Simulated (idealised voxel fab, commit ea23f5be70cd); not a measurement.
Name of the process module below: voxel transistor to metal
The width of the displayed cross-section, cut, is 295 nm; its cells are square, with a size of 5 nm.
Reading order for cross-sections: top band down to bottom band. Underlying form: a grid of square cells. Band size: one or more rows of cells. Top, bottom (nm), then materials left to right with widths (nm); lone material tagged "full width" fills the whole band edge to edge; "blank" = empty space. Convention: height 0 is the level below which the wafer, as received, is all one material. The lowest band does not terminate at the bottom but continues downward, represented as "top 0, no bottom". Width "30 to 40": first value at the band's top row of cells, second value at its bottom row, equal change from row to row. What does "no modifications" mean for a step? It means no cell of the cross-section changed in that step. The entry "Enclosed cavity list" lists the empty spaces that cover at least 8 cells and have no open path to the top. Each is written as width x height at distance, where the distance is measured from the left edge and all three values are in nm. On each step's line, the part that comes after the settings is the simulator's own comment on the step. A step's line can hold "overlay nm"; with a mask on that step, the setting says how far right of the planned place the mask lay, while a negative setting says it lay to the left. Guide to the pairs. Each holds a before and an after cross-section around one process step; the after cross-section is cut off at the lowest band that changed. Look under the pair for the step between them and its settings. Pairs can come from different runs of this module on the same starting wafer, so a pair follows on from the one above it only where its entry headed "Before the process" says it does.

## Before the process
top 85, bottom 60  lowk=25, then blank=15, then lowk=130, then blank=15, then lowk=110
top 60, bottom 55  SiCN full width
top 55, bottom 50  SiCN=20, then Ru=30, then SiCN=45, then Ru=30, then SiCN=40, then Ru=30, then SiCN=45, then Ru=30, then SiCN=25
top 50, bottom 30  lowk=25, then TiN=5, then Cu=10, then TiN=5, then lowk=55, then TiN=5, then Cu=10, then TiN=5, then lowk=50, then TiN=5, then Cu=10, then TiN=5, then lowk=55, then TiN=5, then Cu=10, then TiN=5, then lowk=30
top 30, bottom 25  SiN=25, then TiN=20, then SiN=55, then TiN=20, then SiN=50, then TiN=20, then SiN=55, then TiN=20, then SiN=30
top 25, bottom 15  SiO2=25, then TiN=5, then W=10, then TiN=5, then SiO2=55, then TiN=5, then W=10, then TiN=5, then SiO2=50, then TiN=5, then W=10, then TiN=5, then SiO2=55, then TiN=5, then W=10, then TiN=5, then SiO2=30
top 15, bottom 5  SiO2=25, then TiN=5, then W=10, then TiN=5, then SiO2=10, then SiN=5, then HfO2=5, then TiN=5, then W=5, then TiN=5, then HfO2=5, then SiN=5, then SiO2=10, then TiN=5, then W=10, then TiN=5, then SiO2=50, then TiN=5, then W=10, then TiN=5, then SiO2=10, then SiN=5, then HfO2=5, then TiN=5, then W=5, then TiN=5, then HfO2=5, then SiN=5, then SiO2=10, then TiN=5, then W=10, then TiN=5, then SiO2=30
top 5, bottom 0  SiO2=25, then TiN=5, then W=10, then TiN=5, then SiO2=10, then SiN=5, then HfO2=5, then TiN=15, then HfO2=5, then SiN=5, then SiO2=10, then TiN=5, then W=10, then TiN=5, then SiO2=50, then TiN=5, then W=10, then TiN=5, then SiO2=10, then SiN=5, then HfO2=5, then TiN=15, then HfO2=5, then SiN=5, then SiO2=10, then TiN=5, then W=10, then TiN=5, then SiO2=30
top 0, bottom -5  SiO2=25, then TiN=20, then SiO2=5, then pSi=5, then HfO2=35, then pSi=5, then SiO2=5, then TiN=20, then SiO2=50, then TiN=20, then SiO2=5, then pSi=5, then HfO2=35, then pSi=5, then SiO2=5, then TiN=20, then SiO2=30
top -5, bottom -10  SiO2=20, then pSi=35, then Si=35, then pSi=35, then SiO2=40, then pSi=35, then Si=35, then pSi=35, then SiO2=25
top -10, bottom -35  SiO2=20, then Si=105, then SiO2=40, then Si=105, then SiO2=25
top -35, no bottom  Si full width
Enclosed cavity list: none

## Post-Process Section
top 100, bottom 85  aC=25, then blank=15, then aC=130, then blank=15, then aC=110
top 85, bottom 75  lowk=25, then blank=15, then lowk=130, then blank=15, then lowk=110
top 75, bottom 60  lowk=25, then aC=15, then lowk=130, then aC=15, then lowk=110
Anything lower than 60 is untouched.
Enclosed cavity list: none
Step, pre vs post cross-sections above: DIRECTIONAL_DEP (material aC; thk nm 15)

Before the process: Please consult the pair immediately above; the cross-section it shows after its step is the state before this step.

## Post-Process Section
top 135, bottom 100  resist=25, then blank=20, then resist=125, then blank=20, then resist=105
Anything lower than 100 is untouched.
Enclosed cavity list: none
Step, pre vs post cross-sections above: PATTERN (tone open; mask id METAL_2; material resist; width nm 20; pitch nm 145; thk nm 35; overlay nm 0)

Before the process: Please consult the pair immediately above; the cross-section it shows after its step is the state before this step.

## Post-Process Section
top 120, bottom 100  resist=25, then blank=20, then resist=125, then blank=20, then resist=105
top 100, bottom 85  aC=25, then blank=20, then aC=125, then blank=20, then aC=105
top 85, bottom 60  lowk=25, then blank=15, then lowk=130, then blank=15, then lowk=110
Anything lower than 60 is untouched.
Enclosed cavity list: none
Step, pre vs post cross-sections above: DIRECTIONAL_ETCH (etch materials aC; depth nm 15)

Before the process: Please consult the pair immediately above; the cross-section it shows after its step is the state before this step.

## Post-Process Section
top 100, bottom 85  aC=25, then blank=20, then aC=125, then blank=20, then aC=105
Anything lower than 85 is untouched.
Enclosed cavity list: none
Step, pre vs post cross-sections above: STRIP (etch materials resist)

Before the process: Please consult the pair immediately above; the cross-section it shows after its step is the state before this step.

## Post-Process Section
top 100, bottom 85  aC=25, then blank=20, then aC=125, then blank=20, then aC=105
top 85, bottom 70  lowk=25, then blank=20, then lowk=125, then blank=20, then lowk=105
Anything lower than 70 is untouched.
Enclosed cavity list: none
Step, pre vs post cross-sections above: DIRECTIONAL_ETCH (etch materials lowk; depth nm 15)

Before the process: Please consult the pair immediately above; the cross-section it shows after its step is the state before this step.

## Post-Process Section
top 100, bottom 85  aC=25, then blank=20, then aC=125, then blank=20, then aC=105
top 85, bottom 70  lowk=25, then blank=20, then lowk=125, then blank=20, then lowk=105
top 70, bottom 60  lowk=25, then blank=15, then lowk=130, then blank=15, then lowk=110
top 60, bottom 55  SiCN=25, then blank=15, then SiCN=130, then blank=15, then SiCN=110
Anything lower than 55 is untouched.
Enclosed cavity list: none
Step, pre vs post cross-sections above: DIRECTIONAL_ETCH (etch materials SiCN; depth nm 5)

Before the process: Please consult the pair immediately above; the cross-section it shows after its step is the state before this step.

## Post-Process Section
top 85, bottom 70  lowk=25, then blank=20, then lowk=125, then blank=20, then lowk=105
Anything lower than 70 is untouched.
Enclosed cavity list: none
Step, pre vs post cross-sections above: STRIP (etch materials aC)

Before the process: Please consult the pair immediately above; the cross-section it shows after its step is the state before this step.

## Post-Process Section
top 90, bottom 85  TiN=30, then blank=10, then TiN=135, then blank=10, then TiN=110
top 85, bottom 75  lowk=25, then TiN=5, then blank=10, then TiN=5, then lowk=125, then TiN=5, then blank=10, then TiN=5, then lowk=105
top 75, bottom 70  lowk=25, then TiN=5, then blank=5, then TiN=10, then lowk=125, then TiN=5, then blank=5, then TiN=10, then lowk=105
top 70, bottom 60  lowk=25, then TiN=5, then blank=5, then TiN=5, then lowk=130, then TiN=5, then blank=5, then TiN=5, then lowk=110
top 60, bottom 55  SiCN=25, then TiN=15, then SiCN=130, then TiN=15, then SiCN=110
Anything lower than 55 is untouched.
Enclosed cavity list: none
Step, pre vs post cross-sections above: CONFORMAL_DEP (material TiN; thk nm 5)

Before the process: Please consult the pair immediately above; the cross-section it shows after its step is the state before this step.

## Post-Process Section
top 100, bottom 90  Cu full width
top 90, bottom 85  TiN=30, then Cu=10, then TiN=135, then Cu=10, then TiN=110
top 85, bottom 75  lowk=25, then TiN=5, then Cu=10, then TiN=5, then lowk=125, then TiN=5, then Cu=10, then TiN=5, then lowk=105
top 75, bottom 70  lowk=25, then TiN=5, then Cu=5, then TiN=10, then lowk=125, then TiN=5, then Cu=5, then TiN=10, then lowk=105
top 70, bottom 60  lowk=25, then TiN=5, then Cu=5, then TiN=5, then lowk=130, then TiN=5, then Cu=5, then TiN=5, then lowk=110
Anything lower than 60 is untouched.
Enclosed cavity list: none
Step, pre vs post cross-sections above: FILL_DEP (material Cu; thk nm 10)

Before the process: Please consult the pair immediately above; the cross-section it shows after its step is the state before this step.

## Post-Process Section
top 85, bottom 75  lowk=25, then TiN=5, then Cu=10, then TiN=5, then lowk=125, then TiN=5, then Cu=10, then TiN=5, then lowk=105
Anything lower than 75 is untouched.
Enclosed cavity list: none
Step, pre vs post cross-sections above: CMP (height nm 85)

Before the process: Please consult the pair immediately above; the cross-section it shows after its step is the state before this step.

## Post-Process Section
top 90, bottom 85  SiN full width
Anything lower than 85 is untouched.
Enclosed cavity list: none
Step, pre vs post cross-sections above: CONFORMAL_DEP (material SiN; thk nm 5)

## Before the process
top 20, bottom 15  blank=55, then SiN=5, then blank=25, then SiN=5, then blank=110, then SiN=5, then blank=25, then SiN=5, then blank=60
top 15, bottom 0  SiO2=55, then SiN=5, then blank=25, then SiN=5, then SiO2=110, then SiN=5, then blank=25, then SiN=5, then SiO2=60
top 0, bottom -5  SiO2=50, then pSi=5, then blank=35, then pSi=5, then SiO2=100, then pSi=5, then blank=35, then pSi=5, then SiO2=55
top -5, bottom -10  SiO2=20, then pSi=35, then Si=35, then pSi=35, then SiO2=40, then pSi=35, then Si=35, then pSi=35, then SiO2=25
top -10, bottom -35  SiO2=20, then Si=105, then SiO2=40, then Si=105, then SiO2=25
top -35, no bottom  Si full width
Enclosed cavity list: none

## Post-Process Section
top 25, bottom 20  blank=50, then TiN=15, then blank=15, then TiN=15, then blank=100, then TiN=15, then blank=15, then TiN=15, then blank=55
top 20, bottom 15  TiN=55, then SiN=5, then TiN=5, then blank=15, then TiN=5, then SiN=5, then TiN=110, then SiN=5, then TiN=5, then blank=15, then TiN=5, then SiN=5, then TiN=60
top 15, bottom 0  SiO2=55, then SiN=5, then TiN=5, then blank=15, then TiN=5, then SiN=5, then SiO2=110, then SiN=5, then TiN=5, then blank=15, then TiN=5, then SiN=5, then SiO2=60
top 0, bottom -5  SiO2=50, then pSi=5, then TiN=35, then pSi=5, then SiO2=100, then pSi=5, then TiN=35, then pSi=5, then SiO2=55
Anything lower than -5 is untouched.
Enclosed cavity list: none
Step, pre vs post cross-sections above: CONFORMAL_DEP (material TiN; thk nm 5)

Before the process: Please consult the pair immediately above; the cross-section it shows after its step is the state before this step.

## Post-Process Section
top 35, bottom 25  W full width
top 25, bottom 20  W=50, then TiN=15, then W=15, then TiN=15, then W=100, then TiN=15, then W=15, then TiN=15, then W=55
top 20, bottom 15  TiN=55, then SiN=5, then TiN=5, then W=15, then TiN=5, then SiN=5, then TiN=110, then SiN=5, then TiN=5, then W=15, then TiN=5, then SiN=5, then TiN=60
top 15, bottom 0  SiO2=55, then SiN=5, then TiN=5, then W=15, then TiN=5, then SiN=5, then SiO2=110, then SiN=5, then TiN=5, then W=15, then TiN=5, then SiN=5, then SiO2=60
Anything lower than 0 is untouched.
Enclosed cavity list: none
Step, pre vs post cross-sections above: FILL_DEP (material W; thk nm 10)

Before the process: Please consult the pair immediately above; the cross-section it shows after its step is the state before this step.

## Post-Process Section
top 15, bottom 0  SiO2=55, then SiN=5, then TiN=5, then W=15, then TiN=5, then SiN=5, then SiO2=110, then SiN=5, then TiN=5, then W=15, then TiN=5, then SiN=5, then SiO2=60
Anything lower than 0 is untouched.
Enclosed cavity list: none
Step, pre vs post cross-sections above: CMP (height nm 15)

Before the process: Please consult the pair immediately above; the cross-section it shows after its step is the state before this step.

## Post-Process Section
top 25, bottom 15  SiO2 full width
Anything lower than 15 is untouched.
Enclosed cavity list: none
Step, pre vs post cross-sections above: DIRECTIONAL_DEP (material SiO2; thk nm 10)

Before the process: Please consult the pair immediately above; the cross-section it shows after its step is the state before this step.

## Post-Process Section
top 40, bottom 25  resist=25, then blank=20, then resist=55, then blank=20, then resist=50, then blank=20, then resist=55, then blank=20, then resist=30
Anything lower than 25 is untouched.
Enclosed cavity list: none
Step, pre vs post cross-sections above: PATTERN (tone open; mask id CONTACT; material resist; width nm 20; thk nm 15; overlay nm 0)

Before the process: Please consult the pair immediately above; the cross-section it shows after its step is the state before this step.

## Post-Process Section
top 40, bottom 25  resist=25, then blank=20, then resist=55, then blank=20, then resist=50, then blank=20, then resist=55, then blank=20, then resist=30
top 25, bottom 15  SiO2=25, then blank=20, then SiO2=55, then blank=20, then SiO2=50, then blank=20, then SiO2=55, then blank=20, then SiO2=30
top 15, bottom 0  SiO2=25, then blank=20, then SiO2=10, then SiN=5, then TiN=5, then W=15, then TiN=5, then SiN=5, then SiO2=10, then blank=20, then SiO2=50, then blank=20, then SiO2=10, then SiN=5, then TiN=5, then W=15, then TiN=5, then SiN=5, then SiO2=10, then blank=20, then SiO2=30
top 0, bottom -5  SiO2=25, then blank=20, then SiO2=5, then pSi=5, then TiN=35, then pSi=5, then SiO2=5, then blank=20, then SiO2=50, then blank=20, then SiO2=5, then pSi=5, then TiN=35, then pSi=5, then SiO2=5, then blank=20, then SiO2=30
Anything lower than -5 is untouched.
Enclosed cavity list: none
Step, pre vs post cross-sections above: DIRECTIONAL_ETCH (etch materials SiO2; depth nm 30)

Before the process: Please consult the pair immediately above; the cross-section it shows after its step is the state before this step.

## Post-Process Section
top 25, bottom 15  SiO2=25, then blank=20, then SiO2=55, then blank=20, then SiO2=50, then blank=20, then SiO2=55, then blank=20, then SiO2=30
Anything lower than 15 is untouched.
Enclosed cavity list: none
Step, pre vs post cross-sections above: STRIP (etch materials resist)

Before the process: Please consult the pair immediately above; the cross-section it shows after its step is the state before this step.

## Post-Process Section
top 30, bottom 25  TiN=30, then blank=10, then TiN=65, then blank=10, then TiN=60, then blank=10, then TiN=65, then blank=10, then TiN=35
top 25, bottom 15  SiO2=25, then TiN=5, then blank=10, then TiN=5, then SiO2=55, then TiN=5, then blank=10, then TiN=5, then SiO2=50, then TiN=5, then blank=10, then TiN=5, then SiO2=55, then TiN=5, then blank=10, then TiN=5, then SiO2=30
top 15, bottom 0  SiO2=25, then TiN=5, then blank=10, then TiN=5, then SiO2=10, then SiN=5, then TiN=5, then W=15, then TiN=5, then SiN=5, then SiO2=10, then TiN=5, then blank=10, then TiN=5, then SiO2=50, then TiN=5, then blank=10, then TiN=5, then SiO2=10, then SiN=5, then TiN=5, then W=15, then TiN=5, then SiN=5, then SiO2=10, then TiN=5, then blank=10, then TiN=5, then SiO2=30
top 0, bottom -5  SiO2=25, then TiN=20, then SiO2=5, then pSi=5, then TiN=35, then pSi=5, then SiO2=5, then TiN=20, then SiO2=50, then TiN=20, then SiO2=5, then pSi=5, then TiN=35, then pSi=5, then SiO2=5, then TiN=20, then SiO2=30
Anything lower than -5 is untouched.
Enclosed cavity list: none
Step, pre vs post cross-sections above: CONFORMAL_DEP (material TiN; thk nm 5)

Before the process: Please consult the pair immediately above; the cross-section it shows after its step is the state before this step.

## Post-Process Section
top 35, bottom 30  W full width
top 30, bottom 25  TiN=30, then W=10, then TiN=65, then W=10, then TiN=60, then W=10, then TiN=65, then W=10, then TiN=35
top 25, bottom 15  SiO2=25, then TiN=5, then W=10, then TiN=5, then SiO2=55, then TiN=5, then W=10, then TiN=5, then SiO2=50, then TiN=5, then W=10, then TiN=5, then SiO2=55, then TiN=5, then W=10, then TiN=5, then SiO2=30
top 15, bottom 0  SiO2=25, then TiN=5, then W=10, then TiN=5, then SiO2=10, then SiN=5, then TiN=5, then W=15, then TiN=5, then SiN=5, then SiO2=10, then TiN=5, then W=10, then TiN=5, then SiO2=50, then TiN=5, then W=10, then TiN=5, then SiO2=10, then SiN=5, then TiN=5, then W=15, then TiN=5, then SiN=5, then SiO2=10, then TiN=5, then W=10, then TiN=5, then SiO2=30
Anything lower than 0 is untouched.
Enclosed cavity list: none
Step, pre vs post cross-sections above: FILL_DEP (material W; thk nm 5)

Before the process: Please consult the pair immediately above; the cross-section it shows after its step is the state before this step.

## Post-Process Section
top 25, bottom 15  SiO2=25, then TiN=5, then W=10, then TiN=5, then SiO2=55, then TiN=5, then W=10, then TiN=5, then SiO2=50, then TiN=5, then W=10, then TiN=5, then SiO2=55, then TiN=5, then W=10, then TiN=5, then SiO2=30
Anything lower than 15 is untouched.
Enclosed cavity list: none
Step, pre vs post cross-sections above: CMP (height nm 25)

Before the process: Please consult the pair immediately above; the cross-section it shows after its step is the state before this step.

## Post-Process Section
top 30, bottom 25  SiN full width
Anything lower than 25 is untouched.
Enclosed cavity list: none
Step, pre vs post cross-sections above: CONFORMAL_DEP (material SiN; thk nm 5)

Before the process: Please consult the pair immediately above; the cross-section it shows after its step is the state before this step.

## Post-Process Section
top 50, bottom 30  lowk full width
Anything lower than 30 is untouched.
Enclosed cavity list: none
Step, pre vs post cross-sections above: DIRECTIONAL_DEP (material lowk; thk nm 20)

Before the process: Please consult the pair immediately above; the cross-section it shows after its step is the state before this step.

## Post-Process Section
top 50, bottom 30  lowk=25, then blank=20, then lowk=55, then blank=20, then lowk=50, then blank=20, then lowk=55, then blank=20, then lowk=30
Anything lower than 30 is untouched.
Enclosed cavity list: none
Step, pre vs post cross-sections above: MASKED_ETCH (tone open; mask id METAL_1; width nm 20; etch materials lowk; depth nm 20; overlay nm 0)

Before the process: Please consult the pair immediately above; the cross-section it shows after its step is the state before this step.

## Post-Process Section
top 50, bottom 30  lowk=25, then blank=20, then lowk=55, then blank=20, then lowk=50, then blank=20, then lowk=55, then blank=20, then lowk=30
top 30, bottom 25  SiN=25, then blank=20, then SiN=55, then blank=20, then SiN=50, then blank=20, then SiN=55, then blank=20, then SiN=30
Anything lower than 25 is untouched.
Enclosed cavity list: none
Step, pre vs post cross-sections above: MASKED_ETCH (tone open; mask id METAL_1; width nm 20; etch materials SiN; depth nm 5; overlay nm 0)

Before the process: Please consult the pair immediately above; the cross-section it shows after its step is the state before this step.

## Post-Process Section
top 55, bottom 50  TiN=30, then blank=10, then TiN=65, then blank=10, then TiN=60, then blank=10, then TiN=65, then blank=10, then TiN=35
top 50, bottom 30  lowk=25, then TiN=5, then blank=10, then TiN=5, then lowk=55, then TiN=5, then blank=10, then TiN=5, then lowk=50, then TiN=5, then blank=10, then TiN=5, then lowk=55, then TiN=5, then blank=10, then TiN=5, then lowk=30
top 30, bottom 25  SiN=25, then TiN=20, then SiN=55, then TiN=20, then SiN=50, then TiN=20, then SiN=55, then TiN=20, then SiN=30
Anything lower than 25 is untouched.
Enclosed cavity list: none
Step, pre vs post cross-sections above: CONFORMAL_DEP (material TiN; thk nm 5)

Before the process: Please consult the pair immediately above; the cross-section it shows after its step is the state before this step.

## Post-Process Section
top 60, bottom 55  Cu full width
top 55, bottom 50  TiN=30, then Cu=10, then TiN=65, then Cu=10, then TiN=60, then Cu=10, then TiN=65, then Cu=10, then TiN=35
top 50, bottom 30  lowk=25, then TiN=5, then Cu=10, then TiN=5, then lowk=55, then TiN=5, then Cu=10, then TiN=5, then lowk=50, then TiN=5, then Cu=10, then TiN=5, then lowk=55, then TiN=5, then Cu=10, then TiN=5, then lowk=30
Anything lower than 30 is untouched.
Enclosed cavity list: none
Step, pre vs post cross-sections above: FILL_DEP (material Cu; thk nm 5)

Before the process: Please consult the pair immediately above; the cross-section it shows after its step is the state before this step.

## Post-Process Section
top 50, bottom 30  lowk=25, then TiN=5, then Cu=10, then TiN=5, then lowk=55, then TiN=5, then Cu=10, then TiN=5, then lowk=50, then TiN=5, then Cu=10, then TiN=5, then lowk=55, then TiN=5, then Cu=10, then TiN=5, then lowk=30
Anything lower than 30 is untouched.
Enclosed cavity list: none
Step, pre vs post cross-sections above: CMP (height nm 50)

Before the process: Please consult the pair immediately above; the cross-section it shows after its step is the state before this step.

## Post-Process Section
top 55, bottom 50  blank=20, then Ru=30, then blank=45, then Ru=30, then blank=40, then Ru=30, then blank=45, then Ru=30, then blank=25
Anything lower than 50 is untouched.
Enclosed cavity list: none
Step, pre vs post cross-sections above: EPI (material Ru; thk nm 5)

Before the process: Please consult the pair immediately above; the cross-section it shows after its step is the state before this step.

## Post-Process Section
top 60, bottom 55  SiCN full width
top 55, bottom 50  SiCN=20, then Ru=30, then SiCN=45, then Ru=30, then SiCN=40, then Ru=30, then SiCN=45, then Ru=30, then SiCN=25
Anything lower than 50 is untouched.
Enclosed cavity list: none
Step, pre vs post cross-sections above: FILL_DEP (material SiCN; thk nm 5)

Before the process: Please consult the pair immediately above; the cross-section it shows after its step is the state before this step.

## Post-Process Section
top 85, bottom 60  lowk full width
Anything lower than 60 is untouched.
Enclosed cavity list: none
Step, pre vs post cross-sections above: DIRECTIONAL_DEP (material lowk; thk nm 25)

Before the process: Please consult the pair immediately above; the cross-section it shows after its step is the state before this step.

## Post-Process Section
top 85, bottom 60  lowk=25, then blank=15, then lowk=130, then blank=15, then lowk=110
Anything lower than 60 is untouched.
Enclosed cavity list: none
Step, pre vs post cross-sections above: MASKED_ETCH (tone open; mask id METAL_2_HOLES; width nm 15; pitch nm 145; etch materials lowk; depth nm 25; overlay nm 0)

Before the process: Please consult the pair immediately above; the cross-section it shows after its step is the state before this step.

## Post-Process Section
top 100, bottom 85  aC=25, then blank=15, then aC=130, then blank=15, then aC=110
top 85, bottom 75  lowk=25, then blank=15, then lowk=130, then blank=15, then lowk=110
top 75, bottom 60  lowk=25, then aC=15, then lowk=130, then aC=15, then lowk=110
Anything lower than 60 is untouched.
Enclosed cavity list: none
Step, pre vs post cross-sections above: DIRECTIONAL_DEP (material aC; thk nm 15)

Before the process: Please consult the pair immediately above; the cross-section it shows after its step is the state before this step.

## Post-Process Section
top 135, bottom 100  resist=25, then blank=20, then resist=125, then blank=20, then resist=105
Anything lower than 100 is untouched.
Enclosed cavity list: none
Step, pre vs post cross-sections above: PATTERN (tone open; mask id METAL_2; material resist; width nm 20; pitch nm 145; thk nm 35; overlay nm 0)

Before the process: Please consult the pair immediately above; the cross-section it shows after its step is the state before this step.

## Post-Process Section
top 120, bottom 100  resist=25, then blank=20, then resist=125, then blank=20, then resist=105
top 100, bottom 85  aC=25, then blank=20, then aC=125, then blank=20, then aC=105
top 85, bottom 60  lowk=25, then blank=15, then lowk=130, then blank=15, then lowk=110
Anything lower than 60 is untouched.
Enclosed cavity list: none
Step, pre vs post cross-sections above: DIRECTIONAL_ETCH (etch materials aC; depth nm 15)

Before the process: Please consult the pair immediately above; the cross-section it shows after its step is the state before this step.

## Post-Process Section
top 100, bottom 85  aC=25, then blank=20, then aC=125, then blank=20, then aC=105
Anything lower than 85 is untouched.
Enclosed cavity list: none
Step, pre vs post cross-sections above: STRIP (etch materials resist)

Before the process: Please consult the pair immediately above; the cross-section it shows after its step is the state before this step.

## Post-Process Section
top 100, bottom 85  aC=25, then blank=20, then aC=125, then blank=20, then aC=105
top 85, bottom 70  lowk=25, then blank=20, then lowk=125, then blank=20, then lowk=105
Anything lower than 70 is untouched.
Enclosed cavity list: none
Step, pre vs post cross-sections above: DIRECTIONAL_ETCH (etch materials lowk; depth nm 15)

Before the process: Please consult the pair immediately above; the cross-section it shows after its step is the state before this step.

## Post-Process Section
top 100, bottom 85  aC=25, then blank=20, then aC=125, then blank=20, then aC=105
top 85, bottom 70  lowk=25, then blank=20, then lowk=125, then blank=20, then lowk=105
top 70, bottom 60  lowk=25, then blank=15, then lowk=130, then blank=15, then lowk=110
top 60, bottom 55  SiCN=25, then blank=15, then SiCN=130, then blank=15, then SiCN=110
Anything lower than 55 is untouched.
Enclosed cavity list: none
Step, pre vs post cross-sections above: DIRECTIONAL_ETCH (etch materials SiCN; depth nm 5)

Before the process: Please consult the pair immediately above; the cross-section it shows after its step is the state before this step.

## Post-Process Section
top 85, bottom 70  lowk=25, then blank=20, then lowk=125, then blank=20, then lowk=105
Anything lower than 70 is untouched.
Enclosed cavity list: none
Step, pre vs post cross-sections above: STRIP (etch materials aC)

Before the process: Please consult the pair immediately above; the cross-section it shows after its step is the state before this step.

## Post-Process Section
top 90, bottom 85  TiN=30, then blank=10, then TiN=135, then blank=10, then TiN=110
top 85, bottom 75  lowk=25, then TiN=5, then blank=10, then TiN=5, then lowk=125, then TiN=5, then blank=10, then TiN=5, then lowk=105
top 75, bottom 70  lowk=25, then TiN=5, then blank=5, then TiN=10, then lowk=125, then TiN=5, then blank=5, then TiN=10, then lowk=105
top 70, bottom 60  lowk=25, then TiN=5, then blank=5, then TiN=5, then lowk=130, then TiN=5, then blank=5, then TiN=5, then lowk=110
top 60, bottom 55  SiCN=25, then TiN=15, then SiCN=130, then TiN=15, then SiCN=110
Anything lower than 55 is untouched.
Enclosed cavity list: none
Step, pre vs post cross-sections above: CONFORMAL_DEP (material TiN; thk nm 5)

Before the process: Please consult the pair immediately above; the cross-section it shows after its step is the state before this step.

## Post-Process Section
top 100, bottom 90  Cu full width
top 90, bottom 85  TiN=30, then Cu=10, then TiN=135, then Cu=10, then TiN=110
top 85, bottom 75  lowk=25, then TiN=5, then Cu=10, then TiN=5, then lowk=125, then TiN=5, then Cu=10, then TiN=5, then lowk=105
top 75, bottom 70  lowk=25, then TiN=5, then Cu=5, then TiN=10, then lowk=125, then TiN=5, then Cu=5, then TiN=10, then lowk=105
top 70, bottom 60  lowk=25, then TiN=5, then Cu=5, then TiN=5, then lowk=130, then TiN=5, then Cu=5, then TiN=5, then lowk=110
Anything lower than 60 is untouched.
Enclosed cavity list: none
Step, pre vs post cross-sections above: FILL_DEP (material Cu; thk nm 10)

Before the process: Please consult the pair immediately above; the cross-section it shows after its step is the state before this step.

## Post-Process Section
top 85, bottom 75  lowk=25, then TiN=5, then Cu=10, then TiN=5, then lowk=125, then TiN=5, then Cu=10, then TiN=5, then lowk=105
Anything lower than 75 is untouched.
Enclosed cavity list: none
Step, pre vs post cross-sections above: CMP (height nm 85)

Before the process: Please consult the pair immediately above; the cross-section it shows after its step is the state before this step.

## Post-Process Section
top 90, bottom 85  SiN full width
Anything lower than 85 is untouched.
Enclosed cavity list: none
Step, pre vs post cross-sections above: CONFORMAL_DEP (material SiN; thk nm 5)

## Before the process
top 85, bottom 60  lowk full width
top 60, bottom 55  SiCN full width
top 55, bottom 50  SiCN=20, then Ru=30, then SiCN=45, then Ru=30, then SiCN=40, then Ru=30, then SiCN=45, then Ru=30, then SiCN=25
top 50, bottom 30  lowk=25, then TiN=5, then Cu=10, then TiN=5, then lowk=55, then TiN=5, then Cu=10, then TiN=5, then lowk=50, then TiN=5, then Cu=10, then TiN=5, then lowk=55, then TiN=5, then Cu=10, then TiN=5, then lowk=30
top 30, bottom 25  SiN=25, then TiN=20, then SiN=55, then TiN=20, then SiN=50, then TiN=20, then SiN=55, then TiN=20, then SiN=30
top 25, bottom 15  SiO2=25, then TiN=5, then W=10, then TiN=5, then SiO2=55, then TiN=5, then W=10, then TiN=5, then SiO2=50, then TiN=5, then W=10, then TiN=5, then SiO2=55, then TiN=5, then W=10, then TiN=5, then SiO2=30
top 15, bottom 5  SiO2=25, then TiN=5, then W=10, then TiN=5, then SiO2=10, then SiN=5, then HfO2=5, then TiN=5, then W=5, then TiN=5, then HfO2=5, then SiN=5, then SiO2=10, then TiN=5, then W=10, then TiN=5, then SiO2=50, then TiN=5, then W=10, then TiN=5, then SiO2=10, then SiN=5, then HfO2=5, then TiN=5, then W=5, then TiN=5, then HfO2=5, then SiN=5, then SiO2=10, then TiN=5, then W=10, then TiN=5, then SiO2=30
top 5, bottom 0  SiO2=25, then TiN=5, then W=10, then TiN=5, then SiO2=10, then SiN=5, then HfO2=5, then TiN=15, then HfO2=5, then SiN=5, then SiO2=10, then TiN=5, then W=10, then TiN=5, then SiO2=50, then TiN=5, then W=10, then TiN=5, then SiO2=10, then SiN=5, then HfO2=5, then TiN=15, then HfO2=5, then SiN=5, then SiO2=10, then TiN=5, then W=10, then TiN=5, then SiO2=30
top 0, bottom -5  SiO2=25, then TiN=20, then SiO2=5, then pSi=5, then HfO2=35, then pSi=5, then SiO2=5, then TiN=20, then SiO2=50, then TiN=20, then SiO2=5, then pSi=5, then HfO2=35, then pSi=5, then SiO2=5, then TiN=20, then SiO2=30
top -5, bottom -10  SiO2=20, then pSi=35, then Si=35, then pSi=35, then SiO2=40, then pSi=35, then Si=35, then pSi=35, then SiO2=25
top -10, bottom -35  SiO2=20, then Si=105, then SiO2=40, then Si=105, then SiO2=25
top -35, no bottom  Si full width
Enclosed cavity list: none

## Post-Process Section
top 110, bottom 60  lowk full width
Anything lower than 60 is untouched.
Enclosed cavity list: none
Step, pre vs post cross-sections above: DIRECTIONAL_DEP (material lowk; thk nm 25)

Before the process: Please consult the pair immediately above; the cross-section it shows after its step is the state before this step.

## Post-Process Section
top 110, bottom 85  lowk=25, then blank=15, then lowk=130, then blank=15, then lowk=110
Anything lower than 85 is untouched.
Enclosed cavity list: none
Step, pre vs post cross-sections above: MASKED_ETCH (tone open; mask id METAL_2_HOLES; width nm 15; pitch nm 145; etch materials lowk; depth nm 25; overlay nm 0)

Before the process: Please consult the pair immediately above; the cross-section it shows after its step is the state before this step.

## Post-Process Section
top 125, bottom 110  aC=25, then blank=15, then aC=130, then blank=15, then aC=110
top 110, bottom 100  lowk=25, then blank=15, then lowk=130, then blank=15, then lowk=110
top 100, bottom 85  lowk=25, then aC=15, then lowk=130, then aC=15, then lowk=110
Anything lower than 85 is untouched.
Enclosed cavity list: none
Step, pre vs post cross-sections above: DIRECTIONAL_DEP (material aC; thk nm 15)

Before the process: Please consult the pair immediately above; the cross-section it shows after its step is the state before this step.

## Post-Process Section
top 160, bottom 125  resist=25, then blank=20, then resist=125, then blank=20, then resist=105
Anything lower than 125 is untouched.
Enclosed cavity list: none
Step, pre vs post cross-sections above: PATTERN (tone open; mask id METAL_2; material resist; width nm 20; pitch nm 145; thk nm 35; overlay nm 0)

Before the process: Please consult the pair immediately above; the cross-section it shows after its step is the state before this step.

## Post-Process Section
top 145, bottom 125  resist=25, then blank=20, then resist=125, then blank=20, then resist=105
top 125, bottom 110  aC=25, then blank=20, then aC=125, then blank=20, then aC=105
top 110, bottom 85  lowk=25, then blank=15, then lowk=130, then blank=15, then lowk=110
Anything lower than 85 is untouched.
Enclosed cavity list: none
Step, pre vs post cross-sections above: DIRECTIONAL_ETCH (etch materials aC; depth nm 15)

Before the process: Please consult the pair immediately above; the cross-section it shows after its step is the state before this step.

## Post-Process Section
top 125, bottom 110  aC=25, then blank=20, then aC=125, then blank=20, then aC=105
Anything lower than 110 is untouched.
Enclosed cavity list: none
Step, pre vs post cross-sections above: STRIP (etch materials resist)
